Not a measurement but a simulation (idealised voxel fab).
Process module under the name voxel transistor to metal
In the cross-section labelled cut, the width is 215 nm and each square cell is 5 nm.
Square cells in a grid make up a cross-section in this document, and the grid is given as bands, listed from the top down, each one or more rows of cells. It is stipulated that each band's entry specify, in nanometres, the height of the top of the band and then that of its bottom, followed by the materials of the band in left-to-right sequence, each together with its width in nanometres. A single material marked by the word "edge to edge" is understood to fill the band from edge to edge; the word "empty" is understood to denote empty space. Basically, 0 is our baseline, since under it the wafer straight out of the box is all one material. The bottom band has no lower end and keeps on going down, so it looks like "0 down". Width: "30 to 40" (first number = top row, second number = bottom row, same change from row to row of cells). "nothing different" after a step means that no cell of the cross-section changed. The label "Closed empty spaces" introduces a list of the empty spaces, 8 cells or larger, that have no open way up to the top; each entry in it reads width x height at distance, where the distance is taken from the left edge and all three are stated in nm. Post-settings text on a step line: simulator's own remark regarding the step. overlay nm: step with mask; distance mask lay right of planned place; negative value = left of planned place.
## Process steps - plan
1 RECEIVE: material Si
2 CONFORMAL_DEP: material SiO2, thk nm 5
3 CONFORMAL_DEP: material SiN, thk nm 10
4 MASKED_ETCH: tone cover, mask id ACTIVE, width nm 105, etch materials SiN, depth nm 10, overlay nm 0
5 MASKED_ETCH: tone cover, mask id ACTIVE, width nm 105, etch materials SiO2, depth nm 5, overlay nm 0
6 MASKED_ETCH: tone cover, mask id ACTIVE, width nm 105, etch materials Si, depth nm 20, overlay nm 0
7 FILL_DEP: material SiO2, thk nm 10
8 CMP: height nm 5
9 SELECTIVE_ETCH: etch materials SiO2, depth nm 10
10 STRIP: etch materials SiN
11 SELECTIVE_ETCH: etch materials SiO2, depth nm 5
12 OXIDIZE: depth nm 5
13 DIRECTIONAL_DEP: material polySi, thk nm 30
14 DIRECTIONAL_DEP: material SiCN, thk nm 10
15 PATTERN: tone cover, mask id GATE, material resist, width nm 25, thk nm 20, overlay nm 0
16 DIRECTIONAL_ETCH: etch materials SiCN, depth nm 20
17 DIRECTIONAL_ETCH: etch materials polySi, depth nm 40
18 STRIP: etch materials resist
19 CONFORMAL_DEP: material SiN, thk nm 5
20 DIRECTIONAL_ETCH: etch materials SiN, depth nm 5
21 DIRECTIONAL_ETCH: etch materials SiO2, depth nm 5
22 EPI: material pSi, thk nm 5
23 FILL_DEP: material SiO2, thk nm 10
24 CMP: height nm 30
25 STRIP: etch materials polySi
26 SELECTIVE_ETCH: etch materials SiO2, depth nm 5
27 CONFORMAL_DEP: material HfO2, thk nm 5
28 CONFORMAL_DEP: material TiN, thk nm 5
29 FILL_DEP: material W, thk nm 5
30 CMP: height nm 25
31 DIRECTIONAL_DEP: material SiO2, thk nm 15
32 PATTERN: tone open, mask id CONTACT, material resist, width nm 15, pitch nm 70, thk nm 15, overlay nm 0
33 DIRECTIONAL_ETCH: etch materials SiO2, depth nm 40
34 STRIP: etch materials resist
35 CONFORMAL_DEP: material TiN, thk nm 5
36 FILL_DEP: material Ru, thk nm 5
37 CMP: height nm 40
38 DIRECTIONAL_DEP: material TiN, thk nm 5
39 DIRECTIONAL_DEP: material W, thk nm 15
40 DIRECTIONAL_DEP: material aC, thk nm 15
41 PATTERN: tone cover, mask id METAL_1, material resist, width nm 15, pitch nm 70, thk nm 35, overlay nm 0
42 DIRECTIONAL_ETCH: etch materials aC, depth nm 15
43 STRIP: etch materials resist
44 DIRECTIONAL_ETCH: etch materials W, depth nm 15
45 DIRECTIONAL_ETCH: etch materials TiN, depth nm 5
46 STRIP: etch materials aC
47 CONFORMAL_DEP: material SiCN, thk nm 5
48 FILL_DEP: material lowk, thk nm 5
49 CMP: height nm 60
50 CONFORMAL_DEP: material SiN, thk nm 5
The wafers in this document start out alike and differ in the height nm applied at step 8; the plan shows the value used for the first wafer.
## The as-received cross-section of the first of several wafers corresponds to the state after step 1
	0 down | Si edge to edge
	Closed empty spaces: none
## Shown in cross-section: the first of several wafers at the end of the module, after its last step, step 50
	65 to 60 | SiN edge to edge
	60 to 45 | 60 of lowk; 5 of SiCN; 15 of W; 5 of SiCN; 45 of lowk; 5 of SiCN; 15 of W; 5 of SiCN; 60 of lowk
	45 to 40 | 65 of SiCN; 15 of TiN; 55 of SiCN; 15 of TiN; 65 of SiCN
	40 to 25 | 65 of SiO2; 5 of TiN; 5 of Ru; 5 of TiN; 55 of SiO2; 5 of TiN; 5 of Ru; 5 of TiN; 65 of SiO2
	25 to 5 | 65 of SiO2; 5 of TiN; 5 of Ru; 5 of TiN; 10 of SiO2; 5 of SiN; 5 of HfO2; 5 of TiN; 5 of W; 5 of TiN; 5 of HfO2; 5 of SiN; 10 of SiO2; 5 of TiN; 5 of Ru; 5 of TiN; 65 of SiO2
	5 to 0 | 65 of SiO2; 15 of TiN; 10 of SiO2; 5 of SiN; 5 of HfO2; 15 of TiN; 5 of HfO2; 5 of SiN; 10 of SiO2; 15 of TiN; 65 of SiO2
	0 to -5 | 50 of SiO2; 5 of SiN; 35 of pSi; 35 of HfO2; 35 of pSi; 5 of SiN; 50 of SiO2
	-5 to -10 | 50 of SiO2; 5 of SiN; 5 of SiO2; 95 of Si; 5 of SiO2; 5 of SiN; 50 of SiO2
	-10 to -20 | 60 to 55 of SiO2; 95 to 105 of Si; 60 to 55 of SiO2
	-20 down | Si edge to edge
	Closed empty spaces: none
## Cross-section of the final wafer among several, taken at the end of the module
	65 to 60 | SiN edge to edge
	60 to 45 | 60 of lowk; 5 of SiCN; 15 of W; 5 of SiCN; 45 of lowk; 5 of SiCN; 15 of W; 5 of SiCN; 60 of lowk
	45 to 40 | 65 of SiCN; 15 of TiN; 55 of SiCN; 15 of TiN; 65 of SiCN
	40 to 25 | 65 of SiO2; 5 of TiN; 5 of Ru; 5 of TiN; 55 of SiO2; 5 of TiN; 5 of Ru; 5 of TiN; 65 of SiO2
	25 to 10 | 65 of SiO2; 5 of TiN; 5 of Ru; 5 of TiN; 10 of SiO2; 5 of SiN; 5 of HfO2; 5 of TiN; 5 of W; 5 of TiN; 5 of HfO2; 5 of SiN; 10 of SiO2; 5 of TiN; 5 of Ru; 5 of TiN; 65 of SiO2
	10 to 5 | 50 of SiO2; 5 of SiN; 10 of SiO2; 5 of TiN; 5 of Ru; 5 of TiN; 10 of SiO2; 5 of SiN; 5 of HfO2; 5 of TiN; 5 of W; 5 of TiN; 5 of HfO2; 5 of SiN; 10 of SiO2; 5 of TiN; 5 of Ru; 5 of TiN; 10 of SiO2; 5 of SiN; 50 of SiO2
	5 to 0 | 50 of SiO2; 5 of SiN; 10 of SiO2; 15 of TiN; 10 of SiO2; 5 of SiN; 5 of HfO2; 15 of TiN; 5 of HfO2; 5 of SiN; 10 of SiO2; 15 of TiN; 10 of SiO2; 5 of SiN; 50 of SiO2
	0 to -5 | 55 of SiO2; 35 of pSi; 35 of HfO2; 35 of pSi; 55 of SiO2
	-5 to -20 | 55 of SiO2; 105 of Si; 55 of SiO2
	-20 down | Si edge to edge
	Closed empty spaces: none
## Quick key for the table: a row per wafer, taken at the end of the module. For each material it tells you how many cells the wafer gained (+) or lost (-) since it came in, and the closed voids come after
height nm 5, +17 HfO2, +14 Ru, -113 Si, +49 SiCN, +57 SiN, +349 SiO2, +51 TiN, +22 W, +99 lowk, +14 pSi, Closed empty spaces: none
height nm 10, +17 HfO2, +14 Ru, -111 Si, +49 SiCN, +55 SiN, +349 SiO2, +51 TiN, +22 W, +99 lowk, +14 pSi, Closed empty spaces: none
height nm 15, +17 HfO2, +14 Ru, -109 Si, +49 SiCN, +53 SiN, +347 SiO2, +51 TiN, +22 W, +99 lowk, +16 pSi, Closed empty spaces: none
height nm 20, +17 HfO2, +14 Ru, -109 Si, +49 SiCN, +55 SiN, +347 SiO2, +51 TiN, +22 W, +99 lowk, +14 pSi, Closed empty spaces: none
height nm 25, +17 HfO2, +14 Ru, -109 Si, +49 SiCN, +57 SiN, +345 SiO2, +51 TiN, +22 W, +99 lowk, +14 pSi, Closed empty spaces: none
